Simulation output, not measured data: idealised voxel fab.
process module | voxel self aligned contacts
cross-section cut | 205 nm wide | cells 5 nm
A cross-section is a grid of square cells, given in bands from the top down. A band is one or more rows of cells.
Each band's line starts with the height of the band's top and of its bottom, in nm. Then come its materials from left to right, each with its width in nm. One material with "throughout" fills the band from edge to edge. "air" is empty space.
Height 0 is the level under which the wafer as received is all one material. The lowest band goes on downwards, as in "0 down".
A width such as "30 to 40" changes by the same amount from each row of cells to the next, from the band's top row to its bottom row.
"no change" after a step means that no cell of the cross-section changed.
closed voids: empty space of 8 cells or more with no open way to the top, each as width x height at its distance from the left edge, in nm
after a step's settings: what the simulator itself notes on the step
overlay nm, on a step with a mask: how far to the right of its planned place the mask lay; to the left if negative
plan
1 op RECEIVE | material Si
2 op CONFORMAL_DEP | material SiO2 | thk nm 5
3 op DIRECTIONAL_DEP | material polySi | thk nm 20
4 op DIRECTIONAL_DEP | material SiN | thk nm 15
5 op MASKED_ETCH | tone cover | mask id GATE | width nm 30 | pitch nm 65 | etch materials SiN | depth nm 15 | overlay nm 0
6 op MASKED_ETCH | tone cover | mask id GATE | width nm 30 | pitch nm 65 | etch materials polySi | depth nm 20 | overlay nm 0
7 op CONFORMAL_DEP | material SiN | thk nm 5
8 op DIRECTIONAL_ETCH | etch materials SiN | depth nm 5
9 op FILL_DEP | material SiO2 | thk nm 20
10 op CMP | height nm 50
11 op DIRECTIONAL_DEP | material aC | thk nm 10
12 op PATTERN | tone open | mask id CONTACT | material resist | width nm 45 | thk nm 25 | overlay nm 0
13 op DIRECTIONAL_ETCH | etch materials aC | depth nm 10
14 op STRIP | etch materials resist
15 op DIRECTIONAL_ETCH | etch materials SiO2 | depth nm 50
16 op STRIP | etch materials aC
17 op CONFORMAL_DEP | material TiN | thk nm 5
18 op FILL_DEP | material W | thk nm 10
19 op CMP | height nm 50
20 op CONFORMAL_DEP | material SiN | thk nm 5
first wafer, as planned
as received, after step 1
  0 down: Si throughout
  closed voids: none
after step 2
  5 to 0: SiO2 throughout
  below 0: unchanged
after step 3
  25 to 5: polySi throughout
  below 5: unchanged
after step 4
  40 to 25: SiN throughout
  below 25: unchanged
after step 5
  40 to 25: air 55 | SiN 30 | air 35 | SiN 30 | air 55
  below 25: unchanged
after step 6
  40 to 25: air 55 | SiN 30 | air 35 | SiN 30 | air 55
  25 to 5: air 55 | polySi 30 | air 35 | polySi 30 | air 55
  below 5: unchanged
after step 7
  45 to 25: air 50 | SiN 40 | air 25 | SiN 40 | air 50
  25 to 10: air 50 | SiN 5 | polySi 30 | SiN 5 | air 25 | SiN 5 | polySi 30 | SiN 5 | air 50
  10 to 5: SiN 55 | polySi 30 | SiN 35 | polySi 30 | SiN 55
  below 5: unchanged
after step 8
  40 to 25: air 50 | SiN 40 | air 25 | SiN 40 | air 50
  25 to 5: air 50 | SiN 5 | polySi 30 | SiN 5 | air 25 | SiN 5 | polySi 30 | SiN 5 | air 50
  below 5: unchanged
after step 9
  60 to 40: SiO2 throughout
  40 to 25: SiO2 50 | SiN 40 | SiO2 25 | SiN 40 | SiO2 50
  25 to 5: SiO2 50 | SiN 5 | polySi 30 | SiN 5 | SiO2 25 | SiN 5 | polySi 30 | SiN 5 | SiO2 50
  below 5: unchanged
after step 10
  50 to 40: SiO2 throughout
  below 40: unchanged
after step 11
  60 to 50: aC throughout
  below 50: unchanged
after step 12
  85 to 60: resist 80 | air 45 | resist 80
  below 60: unchanged
after step 13
  75 to 60: resist 80 | air 45 | resist 80
  60 to 50: aC 80 | air 45 | aC 80
  below 50: unchanged
after step 14
  60 to 50: aC 80 | air 45 | aC 80
  below 50: unchanged
after step 15
  60 to 50: aC 80 | air 45 | aC 80
  50 to 40: SiO2 80 | air 45 | SiO2 80
  40 to 25: SiO2 50 | SiN 40 | air 25 | SiN 40 | SiO2 50
  25 to 5: SiO2 50 | SiN 5 | polySi 30 | SiN 5 | air 25 | SiN 5 | polySi 30 | SiN 5 | SiO2 50
  5 to 0: SiO2 90 | air 25 | SiO2 90
  below 0: unchanged
after step 16
  50 to 40: SiO2 80 | air 45 | SiO2 80
  below 40: unchanged
after step 17
  55 to 50: TiN 85 | air 35 | TiN 85
  50 to 40: SiO2 80 | TiN 5 to 15 | air 35 to 15 | TiN 5 to 15 | SiO2 80
  40 to 25: SiO2 50 | SiN 40 | TiN 5 | air 15 | TiN 5 | SiN 40 | SiO2 50
  25 to 5: SiO2 50 | SiN 5 | polySi 30 | SiN 5 | TiN 5 | air 15 | TiN 5 | SiN 5 | polySi 30 | SiN 5 | SiO2 50
  5 to 0: SiO2 90 | TiN 25 | SiO2 90
  below 0: unchanged
after step 18
  65 to 55: W throughout
  55 to 50: TiN 85 | W 35 | TiN 85
  50 to 40: SiO2 80 | TiN 5 to 15 | W 35 to 15 | TiN 5 to 15 | SiO2 80
  40 to 25: SiO2 50 | SiN 40 | TiN 5 | W 15 | TiN 5 | SiN 40 | SiO2 50
  25 to 5: SiO2 50 | SiN 5 | polySi 30 | SiN 5 | TiN 5 | W 15 | TiN 5 | SiN 5 | polySi 30 | SiN 5 | SiO2 50
  below 5: unchanged
after step 19
  50 to 40: SiO2 80 | TiN 5 to 15 | W 35 to 15 | TiN 5 to 15 | SiO2 80
  below 40: unchanged
after step 20
  55 to 50: SiN throughout
  below 50: unchanged
second wafer: like start, like plan, one mistake. Through step 3 it matches the first wafer
when step 4 should have ended
  40 to 25: TiN throughout
  below 25: unchanged
when step 5 should have ended: no change
when step 6 should have ended: no change
when step 7 should have ended
  45 to 40: SiN throughout
  below 40: unchanged
when step 8 should have ended
  40 to 25: TiN throughout
  below 25: unchanged
when step 9 should have ended
  60 to 40: SiO2 throughout
  below 40: unchanged
when step 10 should have ended
  50 to 40: SiO2 throughout
  below 40: unchanged
when step 11 should have ended
  60 to 50: aC throughout
  below 50: unchanged
when step 12 should have ended
  85 to 60: resist 80 | air 45 | resist 80
  below 60: unchanged
when step 13 should have ended
  75 to 60: resist 80 | air 45 | resist 80
  60 to 50: aC 80 | air 45 | aC 80
  below 50: unchanged
when step 14 should have ended
  60 to 50: aC 80 | air 45 | aC 80
  below 50: unchanged
when step 15 should have ended
  60 to 50: aC 80 | air 45 | aC 80
  50 to 40: SiO2 80 | air 45 | SiO2 80
  below 40: unchanged
when step 16 should have ended
  50 to 40: SiO2 80 | air 45 | SiO2 80
  below 40: unchanged
when step 17 should have ended
  55 to 50: TiN 85 | air 35 | TiN 85
  50 to 45: SiO2 80 | TiN 5 | air 35 | TiN 5 | SiO2 80
  45 to 40: SiO2 80 | TiN 45 | SiO2 80
  below 40: unchanged
when step 18 should have ended
  65 to 55: W throughout
  55 to 50: TiN 85 | W 35 | TiN 85
  50 to 45: SiO2 80 | TiN 5 | W 35 | TiN 5 | SiO2 80
  below 45: unchanged
when step 19 should have ended
  50 to 45: SiO2 80 | TiN 5 | W 35 | TiN 5 | SiO2 80
  below 45: unchanged
when step 20 should have ended
  55 to 50: SiN throughout
  below 50: unchanged
what went wrong: step 4 ran as: op DIRECTIONAL_DEP | material TiN | thk nm 15
at the end the second wafer has, in cells: 64 fewer of SiN | 135 fewer of SiO2 | 107 more of TiN | 24 fewer of W | 116 more of polySi
